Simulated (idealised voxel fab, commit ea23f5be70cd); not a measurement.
process module | voxel double patterning
cross-section cut | 295 nm wide | cells 5 nm
A cross-section is a grid of square cells, given in bands from the top down. A band is one or more rows of cells.
Each band's line starts with the height of the band's top and of its bottom, in nm. Then come its materials from left to right, each with its width in nm. One material with "throughout" fills the band from edge to edge. "air" is empty space.
Height 0 is the level under which the wafer as received is all one material. The lowest band goes on downwards, as in "0 down".
A width such as "30 to 40" changes by the same amount from each row of cells to the next, from the band's top row to its bottom row.
"no change" after a step means that no cell of the cross-section changed.
closed voids: empty space of 8 cells or more with no open way to the top, each as width x height at its distance from the left edge, in nm
after a step's settings: what the simulator itself notes on the step
overlay nm, on a step with a mask: how far to the right of its planned place the mask lay; to the left if negative
plan
1 op RECEIVE | material Si
2 op CONFORMAL_DEP | material SiN | thk nm 5
3 op DIRECTIONAL_DEP | material SiO2 | thk nm 15
4 op DIRECTIONAL_DEP | material SiCN | thk nm 10
5 op MASKED_ETCH | tone open | mask id FIRST | width nm 15 | pitch nm 50 | etch materials SiCN | depth nm 10 | overlay nm 0
6 op MASKED_ETCH | tone open | mask id SECOND | width nm 15 | etch materials SiCN | depth nm 10 | overlay nm 0
7 op DIRECTIONAL_ETCH | etch materials SiO2 | depth nm 15
8 op STRIP | etch materials SiCN
as received, after step 1
  0 down: Si throughout
  closed voids: none
first wafer at the end, as planned
  20 to 5: SiO2 115 | air 15 | SiO2 10 | air 15 | SiO2 10 | air 15 | SiO2 115
  5 to 0: SiN throughout
  0 down: Si throughout
  closed voids: none
second wafer at the end: like start, like plan, one mistake
  30 to 20: SiCN 115 | air 15 | SiCN 10 | air 15 | SiCN 10 | air 15 | SiCN 115
  20 to 5: SiO2 115 | air 15 | SiO2 10 | air 15 | SiO2 10 | air 15 | SiO2 115
  5 to 0: SiN throughout
  0 down: Si throughout
  closed voids: none
what went wrong: step 8 was left out
at the end the second wafer has, in cells: 100 more of SiCN
